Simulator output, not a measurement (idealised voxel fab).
The document below concerns the process module designated voxel capacitor over wiring.
The figure presents cross-section cut, which has a width of 270 nm and is divided into square cells with an edge length of 5 nm.
How to read a cross-section here: the picture is a grid of square cells, written as bands going from the top down, and any band can span one or more rows of cells.
Band: top height; bottom height; in nm. Then, left to right: material with width in nm, for each material. "edge to edge": a single material spanning edge to edge. "blank": empty space.
Heights are reckoned from 0. Under this level, the received wafer is all of one material. The bottommost band is open-ended downward, for example "top 0, no bottom".
Top row gets the first number, bottom row gets the second, and each row in between changes by the same step: that is how a band width like "30->40" works.
Where a step carries "identical to before", the cross-section came out of it unchanged, cell for cell.
Basically, "Trapped voids" tells you about the enclosed voids: empty spaces with no open way to the top, 8 cells or bigger, each written width x height at distance, where distance is from the left edge, all in nm.
The remark found on a step's line after its settings is issued by the simulator itself and pertains to that step.
Each step line may optionally specify "overlay nm", which for a step with a mask gives the rightward distance between the mask's planned place and where it lay, a negative value indicating the leftward direction.
This section lists the process steps that were planned:
1. op RECEIVE | material Si
2. op CONFORMAL_DEP | material SiO2 | thk nm 15
3. op DIRECTIONAL_DEP | material TiN | thk nm 5
4. op DIRECTIONAL_DEP | material Ru | thk nm 25
5. op DIRECTIONAL_DEP | material aC | thk nm 15
6. op PATTERN | tone cover | mask id METAL_1 | material resist | width nm 20 | pitch nm 85 | thk nm 35 | overlay nm 0
7. op DIRECTIONAL_ETCH | etch materials aC | depth nm 15
8. op STRIP | etch materials resist
9. op DIRECTIONAL_ETCH | etch materials Ru | depth nm 25
10. op DIRECTIONAL_ETCH | etch materials TiN | depth nm 5
11. op STRIP | etch materials aC
12. op CONFORMAL_DEP | material SiCN | thk nm 5
13. op FILL_DEP | material lowk | thk nm 5
14. op CMP | height nm 45
15. op CONFORMAL_DEP | material SiCN | thk nm 5
16. op DIRECTIONAL_DEP | material SiO2 | thk nm 15
17. op DIRECTIONAL_DEP | material aC | thk nm 10
18. op PATTERN | tone open | mask id PLUG_1 | material resist | width nm 15 | thk nm 25 | overlay nm 0
19. op DIRECTIONAL_ETCH | etch materials aC | depth nm 10
20. op STRIP | etch materials resist
21. op DIRECTIONAL_ETCH | etch materials SiO2 | depth nm 15
22. op DIRECTIONAL_ETCH | etch materials SiCN | depth nm 5
23. op STRIP | etch materials aC
24. op CONFORMAL_DEP | material TiN | thk nm 5
25. op FILL_DEP | material Ru | thk nm 10
26. op CMP | height nm 65
27. op DIRECTIONAL_DEP | material TiN | thk nm 5
28. op DIRECTIONAL_DEP | material SiN | thk nm 5
29. op DIRECTIONAL_DEP | material TiN | thk nm 5
30. op MASKED_ETCH | tone cover | mask id UPPER_PLATE | width nm 70 | etch materials TiN | depth nm 5 | overlay nm 0
31. op MASKED_ETCH | tone cover | mask id UPPER_PLATE | width nm 70 | etch materials SiN | depth nm 5 | overlay nm 0
32. op PATTERN | tone cover | mask id LOWER_PLATE | material resist | width nm 80 | thk nm 15 | overlay nm 0
33. op DIRECTIONAL_ETCH | etch materials TiN | depth nm 5
34. op STRIP | etch materials resist
35. op FILL_DEP | material SiO2 | thk nm 20
36. op CMP | height nm 95
37. op MASKED_ETCH | tone open | mask id PLUG_2 | width nm 15 | etch materials SiO2 | depth nm 15 | overlay nm 0
38. op CONFORMAL_DEP | material TiN | thk nm 5
39. op FILL_DEP | material Ru | thk nm 5
40. op CMP | height nm 95
41. op CONFORMAL_DEP | material SiN | thk nm 5
Cross-section: wafer on arrival = after step 1:
    top 0, no bottom: Si edge to edge
    Trapped voids: none
The first of the two wafers as seen in cross-section once the module was finished; processing followed the plan:
    top 100, bottom 95: SiN edge to edge
    top 95, bottom 85: SiO2=95 | TiN=5 | Ru=5 | TiN=5 | SiO2=160
    top 85, bottom 75: SiO2=95->85 | TiN=15->70 | SiO2=160->115
    top 75, bottom 70: SiO2=85 | SiN=70 | SiO2=115
    top 70, bottom 65: SiO2=80 | TiN=80 | SiO2=110
    top 65, bottom 50: SiO2=85 | TiN=5 | Ru=5 | TiN=5 | SiO2=170
    top 50, bottom 45: SiCN=85 | TiN=15 | SiCN=170
    top 45, bottom 20: lowk=75 | SiCN=5 | Ru=20 | SiCN=5 | lowk=55 | SiCN=5 | Ru=20 | SiCN=5 | lowk=80
    top 20, bottom 15: SiCN=80 | TiN=20 | SiCN=65 | TiN=20 | SiCN=85
    top 15, bottom 0: SiO2 edge to edge
    top 0, no bottom: Si edge to edge
    Trapped voids: none
So this is wafer number two of the two, cut at the end of the module - it started where the first did and had the same plan, we just got one thing wrong running it:
    top 100, bottom 95: SiN edge to edge
    top 95, bottom 85: SiO2=95 | TiN=5 | Ru=5 | TiN=5 | SiO2=160
    top 85, bottom 75: SiO2=95->85 | TiN=15->70 | SiO2=160->115
    top 75, bottom 70: SiO2=85 | SiN=70 | SiO2=115
    top 70, bottom 65: SiO2=80 | TiN=80 | SiO2=110
    top 65, bottom 50: Ru=80 | TiN=5 | SiO2=15 | TiN=5 | Ru=165
    top 50, bottom 45: TiN=85 | SiCN=15 | TiN=170
    top 45, bottom 20: lowk=75 | SiCN=5 | Ru=20 | SiCN=5 | lowk=55 | SiCN=5 | Ru=20 | SiCN=5 | lowk=80
    top 20, bottom 15: SiCN=80 | TiN=20 | SiCN=65 | TiN=20 | SiCN=85
    top 15, bottom 0: SiO2 edge to edge
    top 0, no bottom: Si edge to edge
    Trapped voids: none
So what did we get wrong on this run? step 18 deviated from plan and actually ran as op PATTERN | tone cover | mask id PLUG_1 | material resist | width nm 15 | thk nm 25 | overlay nm 0
Final comparison by cell count, materials where the second wafer has more or fewer than the first: Ru +144, SiCN -48, SiO2 -144, TiN +48
